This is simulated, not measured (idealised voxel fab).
Documented hereafter: the process module known as voxel lift off.
Xsec cut, 250 nm wide, square cell size 5 nm.
Think of the cross-section as a grid of square cells. We describe it in bands, top to bottom, and each band covers one or more rows of those cells. Within each band entry, the heights of the top and of the bottom of the band appear first, in that order and in nm; the materials of the band then follow from left to right, each with its corresponding width in nm. The designation "throughout" on a single material indicates that it fills the band from edge to edge; the designation "empty" indicates empty space. Height datum 0, below which the as-received substrate wafer is one material. Lowest band open at the bottom, running downward: "0 down". Per-row width for "30..40": begins at first number (top row of band), ends at second number (bottom row), increment between rows held constant. It should be understood that the words "no modification", when stated for a given step, signify that the cross-section underwent no change in any of its cells during that step. Under "Closed empty spaces" you'll find the enclosed gaps, the ones with no way out to the top, that are 8 cells or bigger; each reads width x height at distance, with distance counted from the left edge, everything in nm. Text after the settings on a step's line: the simulator's own remark on that step. overlay nm: mask right of planned place by this much (step with mask). Neg. = left.
This section lists the process steps that were planned:
1. RECEIVE,material Si
2. CONFORMAL_DEP,material Al2O3,thk nm 10
3. PATTERN,tone open,mask id LINES,material resist,width nm 15,pitch nm 35,thk nm 20,overlay nm 0
4. DIRECTIONAL_DEP,material Ru,thk nm 10
5. STRIP,etch materials resist
6. CONFORMAL_DEP,material SiN,thk nm 5
The following pertains to the first of two wafers, which was processed as planned:
Cross-section of the wafer as it came to us, i.e., already through step 1:
  0 down = Si throughout
  Closed empty spaces: none
Cross-section of the wafer after step 2:
  10 to 0 = Al2O3 throughout
  All layers under 0 are left as they were.
Cross-section of the wafer after step 3:
  30 to 10 = 100 resist, 15 empty, 20 resist, 15 empty, 100 resist
  All layers under 10 are left as they were.
Cross-section of the wafer after step 4:
  40 to 30 = 100 Ru, 15 empty, 20 Ru, 15 empty, 100 Ru
  30 to 20 = 100 resist, 15 empty, 20 resist, 15 empty, 100 resist
  20 to 10 = 100 resist, 15 Ru, 20 resist, 15 Ru, 100 resist
  All layers under 10 are left as they were.
Cross-section of the wafer after step 5:
  20 to 10 = 100 empty, 15 Ru, 20 empty, 15 Ru, 100 empty
  All layers under 10 are left as they were.
Cross-section of the wafer after step 6:
  25 to 20 = 95 empty, 25 SiN, 10 empty, 25 SiN, 95 empty
  20 to 15 = 95 empty, 5 SiN, 15 Ru, 5 SiN, 10 empty, 5 SiN, 15 Ru, 5 SiN, 95 empty
  15 to 10 = 100 SiN, 15 Ru, 20 SiN, 15 Ru, 100 SiN
  All layers under 10 are left as they were.
It is to be noted that the second wafer proceeded from the same initial state and according to the same plan as the first, although one mistake was committed in its execution; through step 1, inclusive, the two wafers share an identical history:
Second wafer shown in cross-section at the time step 2 was slated to end:
  10 to 0 = SiN throughout
  All layers under 0 are left as they were.
Second wafer shown in cross-section at the time step 3 was slated to end:
  30 to 10 = 100 resist, 15 empty, 20 resist, 15 empty, 100 resist
  All layers under 10 are left as they were.
Second wafer shown in cross-section at the time step 4 was slated to end:
  40 to 30 = 100 Ru, 15 empty, 20 Ru, 15 empty, 100 Ru
  30 to 20 = 100 resist, 15 empty, 20 resist, 15 empty, 100 resist
  20 to 10 = 100 resist, 15 Ru, 20 resist, 15 Ru, 100 resist
  All layers under 10 are left as they were.
Second wafer shown in cross-section at the time step 5 was slated to end:
  20 to 10 = 100 empty, 15 Ru, 20 empty, 15 Ru, 100 empty
  All layers under 10 are left as they were.
Second wafer shown in cross-section at the time step 6 was slated to end:
  25 to 20 = 95 empty, 25 SiN, 10 empty, 25 SiN, 95 empty
  20 to 15 = 95 empty, 5 SiN, 15 Ru, 5 SiN, 10 empty, 5 SiN, 15 Ru, 5 SiN, 95 empty
  15 to 10 = 100 SiN, 15 Ru, 20 SiN, 15 Ru, 100 SiN
  All layers under 10 are left as they were.
Finding, execution versus plan: planned and actual differ for step 2; actual: CONFORMAL_DEP,material SiN,thk nm 10
Wrapping up, a cell-based count of both wafers puts the second over or under the first for these materials: Al2O3 -100; SiN +100
